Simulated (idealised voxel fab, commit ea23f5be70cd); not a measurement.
Presented below is a process module, voxel self aligned contacts.
Section cut is 245 nm wide and gridded with 5 nm square cells.
Just so we're on the same page, the cross-sections are grids of square cells, and they're listed out in bands top to bottom, each band one or more rows deep.
This entry defines a band. It first specifies the height of the band's top and the height of its bottom in nm, and then specifies the band's materials from left to right, stating each material with its width in nm. The word "edge to edge" identifies a single material that fills the band from edge to edge, while the word "air" identifies empty space.
We count height from 0. Below that, the starting wafer is all one material. The lowest band never ends at the bottom but goes on down; see "0..down" for how that is written.
Note: "30->40" means the width goes from the first number (top row of the band) to the second number (bottom row) in equal steps per row of cells.
"nothing different" (step): cross-section cells unchanged, all of them.
You'll see "closed voids" listing empty spaces that have no way open to the top, as long as they're 8 cells or more; the notation is width x height at distance, where the distance is from the left edge, and all of it is in nm.
Anything after a step's settings on that line? It's the simulator's own note about the step.
The "overlay nm" setting may appear on a step's line; for a step that uses a mask, it gives how far to the right of its planned position the mask lay, and a negative value indicates the left.

[Process steps (planned)]
1,op RECEIVE | material Si
2,op OXIDIZE | depth nm 5
3,op DIRECTIONAL_DEP | material polySi | thk nm 30
4,op DIRECTIONAL_DEP | material SiN | thk nm 20
5,op DIRECTIONAL_DEP | material aC | thk nm 10
6,op PATTERN | tone cover | mask id GATE | material resist | width nm 35 | pitch nm 80 | thk nm 30 | overlay nm 0
7,op DIRECTIONAL_ETCH | etch materials aC | depth nm 10
8,op STRIP | etch materials resist
9,op DIRECTIONAL_ETCH | etch materials SiN | depth nm 20
10,op DIRECTIONAL_ETCH | etch materials polySi | depth nm 30
11,op STRIP | etch materials aC
12,op CONFORMAL_DEP | material SiN | thk nm 10
13,op DIRECTIONAL_ETCH | etch materials SiN | depth nm 10
14,op FILL_DEP | material SiO2 | thk nm 10
15,op CMP | height nm 55
16,op MASKED_ETCH | tone open | mask id CONTACT | width nm 55 | etch materials SiO2 | depth nm 60 | overlay nm 0
17,op CONFORMAL_DEP | material TiN | thk nm 5
18,op FILL_DEP | material Ru | thk nm 5
19,op CMP | height nm 55
20,op CONFORMAL_DEP | material SiN | thk nm 5

[Cross-section of the wafer as it came to us, i.e., already through step 1]
* 0..down = Si edge to edge
* closed voids: none

[Cross-section taken at module completion on the first of two wafers; processed per the plan]
* 60..55 = SiN edge to edge
* 55..50 = 95 of SiO2, 20 of TiN, 15 of Ru, 20 of TiN, 95 of SiO2
* 50..30 = 55 of SiO2, 55 of SiN, 5 of TiN, 15 of Ru, 5 of TiN, 55 of SiN, 55 of SiO2
* 30..0 = 55 of SiO2, 10 of SiN, 35 of polySi, 10 of SiN, 5 of TiN, 15 of Ru, 5 of TiN, 10 of SiN, 35 of polySi, 10 of SiN, 55 of SiO2
* 0..-5 = 110 of SiO2, 25 of TiN, 110 of SiO2
* -5..down = Si edge to edge
* closed voids: none

[Cross-sectional image of the second wafer of the two following completion of the module. Starting state and process plan were the same as for the first wafer; one execution error occurred]
* 60..55 = SiN edge to edge
* 55..50 = 95 of SiO2, 20 of TiN, 15 of Ru, 20 of TiN, 95 of SiO2
* 50..30 = 55 of SiO2, 55 of SiN, 5 of TiN, 15 of Ru, 5 of TiN, 55 of SiN, 55 of SiO2
* 30..15 = 55 of SiO2, 10 of SiN, 35 of polySi, 10 of SiN, 5 of TiN, 15 of Ru, 5 of TiN, 10 of SiN, 35 of polySi, 10 of SiN, 55 of SiO2
* 15..10 = 55 of SiO2, 10 of SiN, 35 of polySi, 10 of SiN, 25 of TiN, 10 of SiN, 35 of polySi, 10 of SiN, 55 of SiO2
* 10..0 = 65 of SiN, 35 of polySi, 45 of SiN, 35 of polySi, 65 of SiN
* 0..-5 = SiO2 edge to edge
* -5..down = Si edge to edge
* closed voids: none
Misprocessing identified: plan vs actual: 12 and 13 interchanged
Materials where the second wafer ends with more or fewer cells than the first: -9 Ru | +54 SiN | -39 SiO2 | -6 TiN
